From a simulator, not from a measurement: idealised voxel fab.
process module | voxel gate over fins
cross-section cut | 235 nm wide | cells 5 nm
A cross-section is a grid of square cells, given in bands from the top down. A band is one or more rows of cells.
Each band's line starts with the height of the band's top and of its bottom, in nm. Then come its materials from left to right, each with its width in nm. One material with "throughout" fills the band from edge to edge. "air" is empty space.
Height 0 is the level under which the wafer as received is all one material. The lowest band goes on downwards, as in "0 down".
A width such as "30 to 40" changes by the same amount from each row of cells to the next, from the band's top row to its bottom row.
"no change" after a step means that no cell of the cross-section changed.
closed voids: empty space of 8 cells or more with no open way to the top, each as width x height at its distance from the left edge, in nm
after a step's settings: what the simulator itself notes on the step
overlay nm, on a step with a mask: how far to the right of its planned place the mask lay; to the left if negative
plan
1 op RECEIVE | material Si
2 op CONFORMAL_DEP | material SiN | thk nm 10
3 op DIRECTIONAL_DEP | material aC | thk nm 15
4 op PATTERN | tone cover | mask id FINS | material resist | width nm 15 | pitch nm 45 | thk nm 35 | overlay nm 0
5 op DIRECTIONAL_ETCH | etch materials aC | depth nm 15
6 op STRIP | etch materials resist
7 op DIRECTIONAL_ETCH | etch materials SiN | depth nm 10
8 op DIRECTIONAL_ETCH | etch materials Si | depth nm 40
9 op STRIP | etch materials aC
10 op OXIDIZE | depth nm 5
11 op FILL_DEP | material SiO2 | thk nm 5
12 op CMP | height nm 10
13 op SELECTIVE_ETCH | etch materials SiO2 | depth nm 20
14 op STRIP | etch materials SiN
15 op CONFORMAL_DEP | material HfO2 | thk nm 5
16 op CONFORMAL_DEP | material TiN | thk nm 5
17 op FILL_DEP | material W | thk nm 10
18 op CMP | height nm 15
19 op CONFORMAL_DEP | material SiN | thk nm 10
as received, after step 1
  0 down: Si throughout
  closed voids: none
first wafer at the end, as planned
  25 to 15: SiN throughout
  15 to 10: W throughout
  10 to 5: W 80 | TiN 25 | W 20 | TiN 25 | W 85
  5 to 0: W 80 | TiN 5 | HfO2 15 | TiN 5 | W 20 | TiN 5 | HfO2 15 | TiN 5 | W 85
  0 to -5: TiN 85 | HfO2 5 | Si 5 | HfO2 5 | TiN 30 | HfO2 5 | Si 5 | HfO2 5 | TiN 90
  -5 to -10: HfO2 90 | Si 5 | HfO2 40 | Si 5 | HfO2 95
  -10 to -45: SiO2 90 | Si 5 | SiO2 40 | Si 5 | SiO2 95
  -45 down: Si throughout
  closed voids: none
second wafer at the end: like start, like plan, one mistake
  25 to 15: SiN throughout
  15 to 10: W throughout
  10 to 5: W 75 | TiN 35 | W 10 | TiN 35 | W 80
  5 to 0: W 75 | TiN 5 | HfO2 25 | TiN 5 | W 10 | TiN 5 | HfO2 25 | TiN 5 | W 80
  0 to -5: TiN 80 | HfO2 5 | Si 15 | HfO2 5 | TiN 20 | HfO2 5 | Si 15 | HfO2 5 | TiN 85
  -5 to -10: HfO2 85 | Si 15 | HfO2 30 | Si 15 | HfO2 90
  -10 to -45: SiO2 85 | Si 15 | SiO2 30 | Si 15 | SiO2 90
  -45 down: Si throughout
  closed voids: none
what went wrong: step 4 ran as: op PATTERN | tone cover | mask id FINS | material resist | width nm 25 | pitch nm 45 | thk nm 35 | overlay nm 0
at the end the second wafer has, in cells: 36 more of Si | 28 fewer of SiO2 | 8 fewer of W
